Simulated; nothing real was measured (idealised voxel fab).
Process module heading - voxel self aligned contacts
We display cut, a cross-section 215 nm in width whose square cells are each 5 nm.
Throughout this document, each cross-section is represented as a grid of square cells and is presented as a sequence of bands enumerated from the top downward, where a band comprises one or more rows of cells. This entry defines a band. It first specifies the height of the band's top and the height of its bottom in nm, and then specifies the band's materials from left to right, stating each material with its width in nm. The word "all across" identifies a single material that fills the band from edge to edge, while the word "empty" identifies empty space. Height reference: 0 = level under which incoming wafer is all one material. Lowest band: no bottom, runs on downward, e.g. "0 -> down". A two-number width, for instance "30 to 40", indicates that the width is equal to the first number in the top row of the band and to the second number in the bottom row, and that it changes by a constant amount per row of cells. Where a step carries "no modifications", the cross-section came out of it unchanged, cell for cell. You'll see "Enclosed voids" listing empty spaces that have no way open to the top, as long as they're 8 cells or more; the notation is width x height at distance, where the distance is from the left edge, and all of it is in nm. Formally, on a step line, whatever follows the settings is a remark that the simulator itself makes on the step. On any step carrying a mask, the "overlay nm" setting, if present on the step's line, tells how far right of its planned place the mask lay; negative values point to the left.
# The steps planned for the process are as follows
| 1 | RECEIVE: material Si |
| 2 | OXIDIZE: depth nm 5 |
| 3 | DIRECTIONAL_DEP: material polySi, thk nm 30 |
| 4 | DIRECTIONAL_DEP: material SiN, thk nm 20 |
| 5 | DIRECTIONAL_DEP: material aC, thk nm 10 |
| 6 | PATTERN: tone cover, mask id GATE, material resist, width nm 25, pitch nm 60, thk nm 25, overlay nm 0 |
| 7 | DIRECTIONAL_ETCH: etch materials aC, depth nm 10 |
| 8 | STRIP: etch materials resist |
| 9 | DIRECTIONAL_ETCH: etch materials SiN, depth nm 20 |
| 10 | DIRECTIONAL_ETCH: etch materials polySi, depth nm 30 |
| 11 | STRIP: etch materials aC |
| 12 | CONFORMAL_DEP: material SiN, thk nm 5 |
| 13 | DIRECTIONAL_ETCH: etch materials SiN, depth nm 5 |
| 14 | FILL_DEP: material SiO2, thk nm 10 |
| 15 | CMP: height nm 55 |
| 16 | PATTERN: tone open, mask id CONTACT, material resist, width nm 45, thk nm 15, overlay nm 0 |
| 17 | DIRECTIONAL_ETCH: etch materials SiO2, depth nm 60 |
| 18 | STRIP: etch materials resist |
| 19 | CONFORMAL_DEP: material TiN, thk nm 5 |
| 20 | FILL_DEP: material Ru, thk nm 10 |
| 21 | CMP: height nm 55 |
| 22 | CONFORMAL_DEP: material SiN, thk nm 5 |
# Here's what the wafer looked like in cross-section when it arrived - that's after step 1
> 0 -> down = Si all across
> Enclosed voids: none
# Cross-sectional image of the first of two wafers at the end of the module, the run having proceeded as planned
> 60 -> 55 = SiN all across
> 55 -> 50 = SiO2: 85  TiN: 15  Ru: 15  TiN: 15  SiO2: 85
> 50 -> 30 = SiO2: 60  SiN: 35  TiN: 5  Ru: 15  TiN: 5  SiN: 35  SiO2: 60
> 30 -> 0 = SiO2: 60  SiN: 5  polySi: 25  SiN: 5  TiN: 5  Ru: 15  TiN: 5  SiN: 5  polySi: 25  SiN: 5  SiO2: 60
> 0 -> -5 = SiO2: 95  TiN: 25  SiO2: 95
> -5 -> down = Si all across
> Enclosed voids: none
# second wafer at the end: like start, like plan, one mistake
> 60 -> 55 = SiN all across
> 55 -> 50 = SiO2: 90  TiN: 10  Ru: 15  TiN: 20  SiO2: 80
> 50 -> 30 = SiO2: 60  SiN: 35  TiN: 5  Ru: 15  TiN: 5  SiN: 35  SiO2: 60
> 30 -> 0 = SiO2: 60  SiN: 5  polySi: 25  SiN: 5  TiN: 5  Ru: 15  TiN: 5  SiN: 5  polySi: 25  SiN: 5  SiO2: 60
> 0 -> -5 = SiO2: 95  TiN: 25  SiO2: 95
> -5 -> down = Si all across
> Enclosed voids: none
Want to know what went wrong? step 16 went in with a setting other than planned; the actual run was PATTERN: tone open, mask id CONTACT, material resist, width nm 45, thk nm 15, overlay nm 5
Same inventory, different map: at the end, the second wafer holds as many cells of each material as the first, placed elsewhere.
